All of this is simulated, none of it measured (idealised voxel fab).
Documented hereafter: the process module known as voxel trench capacitor.
It is cross-section cut that appears here, measuring 245 nm in width, its square cells being 5 nm in size.
A cross-section is a grid of square cells, given in bands from the top down. A band is one or more rows of cells. Band entry format. Leading values: height of top, height of bottom, nm. Remainder: materials in left-to-right order, each with its width in nm. Special words: "full width" on a single material, which then fills the band edge to edge; "empty", empty space. Heights are expressed relative to 0, this being the level below which the as-received wafer comprises one material exclusively. The lowest band is unbounded in the downward direction and is denoted as in "0 -> down". With a width like "30->40", each row of cells in the band differs from the next by the same amount, the top row carrying the first number and the bottom row the second. Reading "no alteration" for a step: not a cell of the cross-section changed in it. Entry "Closed void register" = empty spaces >= 8 cells with no open way to the top; each as width x height at distance, distance from left edge, all nm. It should be noted that, on the line of a given step, the content following the step's settings is a remark produced by the simulator itself with respect to that step. overlay nm, on a step with a mask: how far to the right of its planned place the mask lay; to the left if negative.
plan
1) RECEIVE | material Si
2) CONFORMAL_DEP | material SiN | thk nm 5
3) PATTERN | tone open | mask id TRENCH | material resist | width nm 25 | pitch nm 45 | thk nm 20 | overlay nm 0
4) DIRECTIONAL_ETCH | etch materials SiN | depth nm 5
5) DIRECTIONAL_ETCH | etch materials Si | depth nm 35
6) STRIP | etch materials resist
7) CONFORMAL_DEP | material HfO2 | thk nm 5
8) CONFORMAL_DEP | material TiN | thk nm 5
9) FILL_DEP | material W | thk nm 5
10) CMP | height nm 5
Here's what the wafer looked like in cross-section when it arrived - that's after step 1
* 0 -> down | Si full width
* Closed void register: none
This is how the wafer looks in cross-section once the module is done, given the starting state and plan above and one mistake in carrying the plan out
* 5 -> 0 | TiN full width
* 0 -> down | Si full width
* Closed void register: none
It is concluded that the wafer was processed incorrectly with respect to the plan, in that step 2, actual vs plan mismatch, actual run CONFORMAL_DEP | material TiN | thk nm 5
